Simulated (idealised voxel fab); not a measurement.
process module | voxel ribs on slabs
cross-section cut | 195 nm wide | cells 5 nm
A cross-section is a grid of square cells, given in bands from the top down. A band is one or more rows of cells.
Each band's line starts with the height of the band's top and of its bottom, in nm. Then come its materials from left to right, each with its width in nm. One material with "throughout" fills the band from edge to edge. "air" is empty space.
Height 0 is the level under which the wafer as received is all one material. The lowest band goes on downwards, as in "0 down".
A width such as "30 to 40" changes by the same amount from each row of cells to the next, from the band's top row to its bottom row.
"no change" after a step means that no cell of the cross-section changed.
closed voids: empty space of 8 cells or more with no open way to the top, each as width x height at its distance from the left edge, in nm
after a step's settings: what the simulator itself notes on the step
overlay nm, on a step with a mask: how far to the right of its planned place the mask lay; to the left if negative
plan
1 op RECEIVE | material Si
2 op DIRECTIONAL_DEP | material SiO2 | thk nm 25
3 op DIRECTIONAL_DEP | material polySi | thk nm 20
4 op MASKED_ETCH | tone cover | mask id RIB | width nm 15 | etch materials polySi | depth nm 15 | overlay nm 0
5 op DIRECTIONAL_DEP | material aC | thk nm 15
6 op PATTERN | tone cover | mask id SLAB | material resist | width nm 65 | thk nm 35 | overlay nm 0
7 op DIRECTIONAL_ETCH | etch materials aC | depth nm 15
8 op STRIP | etch materials resist
9 op DIRECTIONAL_ETCH | etch materials polySi | depth nm 5
10 op STRIP | etch materials aC
11 op FILL_DEP | material SiO2 | thk nm 20
12 op CMP | height nm 55
13 op DIRECTIONAL_DEP | material TiN | thk nm 5
14 op PATTERN | tone cover | mask id HEATER | material resist | width nm 25 | thk nm 20 | overlay nm 0
15 op DIRECTIONAL_ETCH | etch materials TiN | depth nm 5
16 op STRIP | etch materials resist
17 op CONFORMAL_DEP | material SiN | thk nm 5
first wafer, as planned
as received, after step 1
  0 down: Si throughout
  closed voids: none
after step 2
  25 to 0: SiO2 throughout
  below 0: unchanged
after step 3
  45 to 25: polySi throughout
  below 25: unchanged
after step 4
  45 to 30: air 90 | polySi 15 | air 90
  below 30: unchanged
after step 5
  60 to 45: air 90 | aC 15 | air 90
  45 to 30: aC 90 | polySi 15 | aC 90
  below 30: unchanged
after step 6
  95 to 60: air 65 | resist 65 | air 65
  60 to 45: air 65 | resist 25 | aC 15 | resist 25 | air 65
  below 45: unchanged
after step 7
  80 to 60: air 65 | resist 65 | air 65
  60 to 45: air 65 | resist 25 | aC 15 | resist 25 | air 65
  45 to 30: air 65 | aC 25 | polySi 15 | aC 25 | air 65
  below 30: unchanged
after step 8
  60 to 45: air 90 | aC 15 | air 90
  below 45: unchanged
after step 9
  60 to 45: air 90 | aC 15 | air 90
  45 to 30: air 65 | aC 25 | polySi 15 | aC 25 | air 65
  30 to 25: air 65 | polySi 65 | air 65
  below 25: unchanged
after step 10
  45 to 30: air 90 | polySi 15 | air 90
  below 30: unchanged
after step 11
  65 to 45: SiO2 throughout
  45 to 30: SiO2 90 | polySi 15 | SiO2 90
  30 to 25: SiO2 65 | polySi 65 | SiO2 65
  below 25: unchanged
after step 12
  55 to 45: SiO2 throughout
  below 45: unchanged
after step 13
  60 to 55: TiN throughout
  below 55: unchanged
after step 14
  80 to 60: air 85 | resist 25 | air 85
  below 60: unchanged
after step 15
  80 to 60: air 85 | resist 25 | air 85
  60 to 55: air 85 | TiN 25 | air 85
  below 55: unchanged
after step 16
  60 to 55: air 85 | TiN 25 | air 85
  below 55: unchanged
after step 17
  65 to 60: air 80 | SiN 35 | air 80
  60 to 55: SiN 85 | TiN 25 | SiN 85
  below 55: unchanged
second wafer: like start, like plan, one mistake. Through step 3 it matches the first wafer
when step 4 should have ended
  45 to 30: polySi 90 | air 15 | polySi 90
  below 30: unchanged
when step 5 should have ended
  60 to 45: aC 90 | air 15 | aC 90
  45 to 30: polySi 90 | aC 15 | polySi 90
  below 30: unchanged
when step 6 should have ended
  95 to 60: air 65 | resist 65 | air 65
  60 to 45: aC 90 | resist 15 | aC 90
  below 45: unchanged
when step 7 should have ended
  80 to 60: air 65 | resist 65 | air 65
  60 to 45: air 65 | aC 25 | resist 15 | aC 25 | air 65
  below 45: unchanged
when step 8 should have ended
  60 to 45: air 65 | aC 25 | air 15 | aC 25 | air 65
  below 45: unchanged
when step 9 should have ended
  60 to 45: air 65 | aC 25 | air 15 | aC 25 | air 65
  45 to 40: air 65 | polySi 25 | aC 15 | polySi 25 | air 65
  below 40: unchanged
when step 10 should have ended
  45 to 40: air 65 | polySi 25 | air 15 | polySi 25 | air 65
  40 to 30: polySi 90 | air 15 | polySi 90
  below 30: unchanged
when step 11 should have ended
  65 to 45: SiO2 throughout
  45 to 40: SiO2 65 | polySi 25 | SiO2 15 | polySi 25 | SiO2 65
  40 to 30: polySi 90 | SiO2 15 | polySi 90
  below 30: unchanged
when step 12 should have ended
  55 to 45: SiO2 throughout
  below 45: unchanged
when step 13 should have ended
  60 to 55: TiN throughout
  below 55: unchanged
when step 14 should have ended
  80 to 60: air 85 | resist 25 | air 85
  below 60: unchanged
when step 15 should have ended
  80 to 60: air 85 | resist 25 | air 85
  60 to 55: air 85 | TiN 25 | air 85
  below 55: unchanged
when step 16 should have ended
  60 to 55: air 85 | TiN 25 | air 85
  below 55: unchanged
when step 17 should have ended
  65 to 60: air 80 | SiN 35 | air 80
  60 to 55: SiN 85 | TiN 25 | SiN 85
  below 55: unchanged
what went wrong: step 4 ran as: op MASKED_ETCH | tone open | mask id RIB | width nm 15 | etch materials polySi | depth nm 15 | overlay nm 0
at the end the second wafer has, in cells: 99 fewer of SiO2 | 99 more of polySi
